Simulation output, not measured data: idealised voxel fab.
The following process module bears the name voxel self aligned contacts.
The figure presents cross-section cut, which has a width of 295 nm and is divided into square cells with an edge length of 5 nm.
This document writes a cross-section as a grid whose cells are square, and gives it as bands, listed from the top down; one or more rows of cells form a band.
Top, bottom (nm), then materials left to right with widths (nm); lone material tagged "edge to edge" fills the whole band edge to edge; "empty" = empty space.
Measure heights from 0. That's the level where, below it, the as-received wafer is all one material. The lowest band is bottomless and extends downward; write it as in "0 nm and below".
With a width like "30..40", each row of cells in the band differs from the next by the same amount, the top row carrying the first number and the bottom row the second.
Step marked "no alteration"? Then no cell in the cross-section changed in it.
For the entry "Closed cavities", the listed items are empty spaces with no open way to the top whose size is 8 cells or more; each item follows the pattern width x height at distance, where distance is from the left edge and all three are in nm.
Whatever follows a step's settings on its line is a remark the simulator itself makes about that step.
The "overlay nm" setting may appear on a step's line; for a step that uses a mask, it gives how far to the right of its planned position the mask lay, and a negative value indicates the left.

# So here's the lineup of process steps we planned
1 RECEIVE with material Si
2 CONFORMAL_DEP with material SiO2, thk nm 5
3 DIRECTIONAL_DEP with material polySi, thk nm 20
4 DIRECTIONAL_DEP with material SiN, thk nm 25
5 DIRECTIONAL_DEP with material aC, thk nm 15
6 PATTERN with tone cover, mask id GATE, material resist, width nm 25, pitch nm 65, thk nm 30, overlay nm 0
7 DIRECTIONAL_ETCH with etch materials aC, depth nm 5
8 STRIP with etch materials resist
9 DIRECTIONAL_ETCH with etch materials SiN, depth nm 25
10 DIRECTIONAL_ETCH with etch materials polySi, depth nm 20
11 STRIP with etch materials aC
12 CONFORMAL_DEP with material SiN, thk nm 10
13 DIRECTIONAL_ETCH with etch materials SiN, depth nm 10
14 FILL_DEP with material SiO2, thk nm 15
15 CMP with height nm 60
16 DIRECTIONAL_DEP with material aC, thk nm 10
17 PATTERN with tone open, mask id CONTACT, material resist, width nm 50, pitch nm 65, thk nm 25, overlay nm 0
18 DIRECTIONAL_ETCH with etch materials aC, depth nm 10
19 STRIP with etch materials resist
20 DIRECTIONAL_ETCH with etch materials SiO2, depth nm 60
21 STRIP with etch materials aC
22 CONFORMAL_DEP with material TiN, thk nm 5
23 FILL_DEP with material Ru, thk nm 10
24 CMP with height nm 60
25 CONFORMAL_DEP with material SiN, thk nm 5
The wafers are alike at the start. At step 7, their depth nm differs. The plan lists the first wafer's value.

# Received wafers, first of several: cross-section after step 1
	0 nm and below: Si edge to edge
	Closed cavities: none

# Last step of the module is step 25; after it, the first of several wafers in cross-section
	65 nm to 60 nm: SiN edge to edge
	60 nm to 55 nm: SiO2 90 nm  TiN 5 nm  Ru 40 nm  TiN 5 nm  SiO2 15 nm  TiN 5 nm  Ru 40 nm  TiN 5 nm  SiO2 90 nm
	55 nm to 50 nm: SiO2 90 nm  TiN 50 nm  SiO2 15 nm  TiN 50 nm  SiO2 90 nm
	50 nm to 25 nm: SiN edge to edge
	25 nm to 5 nm: polySi edge to edge
	5 nm to 0 nm: SiO2 edge to edge
	0 nm and below: Si edge to edge
	Closed cavities: none

# Cross-sectional view of the final wafer of several at the module's end
	65 nm to 60 nm: SiN edge to edge
	60 nm to 50 nm: SiO2 90 nm  TiN 5..20 nm  Ru 40..10 nm  TiN 5..20 nm  SiO2 15 nm  TiN 5..20 nm  Ru 40..10 nm  TiN 5..20 nm  SiO2 90 nm
	50 nm to 25 nm: SiO2 60 nm  SiN 45 nm  TiN 5 nm  Ru 10 nm  TiN 5 nm  SiN 45 nm  TiN 5 nm  Ru 10 nm  TiN 5 nm  SiN 45 nm  SiO2 60 nm
	25 nm to 5 nm: SiO2 60 nm  SiN 10 nm  polySi 25 nm  SiN 10 nm  TiN 5 nm  Ru 10 nm  TiN 5 nm  SiN 10 nm  polySi 25 nm  SiN 10 nm  TiN 5 nm  Ru 10 nm  TiN 5 nm  SiN 10 nm  polySi 25 nm  SiN 10 nm  SiO2 60 nm
	5 nm to 0 nm: SiO2 105 nm  TiN 20 nm  SiO2 45 nm  TiN 20 nm  SiO2 105 nm
	0 nm and below: Si edge to edge
	Closed cavities: none

# wafer rows; end of module; cells per material since receipt: (+) gained, (-) lost; then closed voids
depth nm 5, +16 Ru, +354 SiN, +137 SiO2, +24 TiN, +236 polySi, Closed cavities: none
depth nm 10, +16 Ru, +354 SiN, +137 SiO2, +24 TiN, +236 polySi, Closed cavities: none
depth nm 15, +56 Ru, +242 SiN, +345 SiO2, +64 TiN, +60 polySi, Closed cavities: none
depth nm 20, +56 Ru, +242 SiN, +345 SiO2, +64 TiN, +60 polySi, Closed cavities: none
depth nm 25, +56 Ru, +242 SiN, +345 SiO2, +64 TiN, +60 polySi, Closed cavities: none
depth nm 30, +56 Ru, +242 SiN, +345 SiO2, +64 TiN, +60 polySi, Closed cavities: none
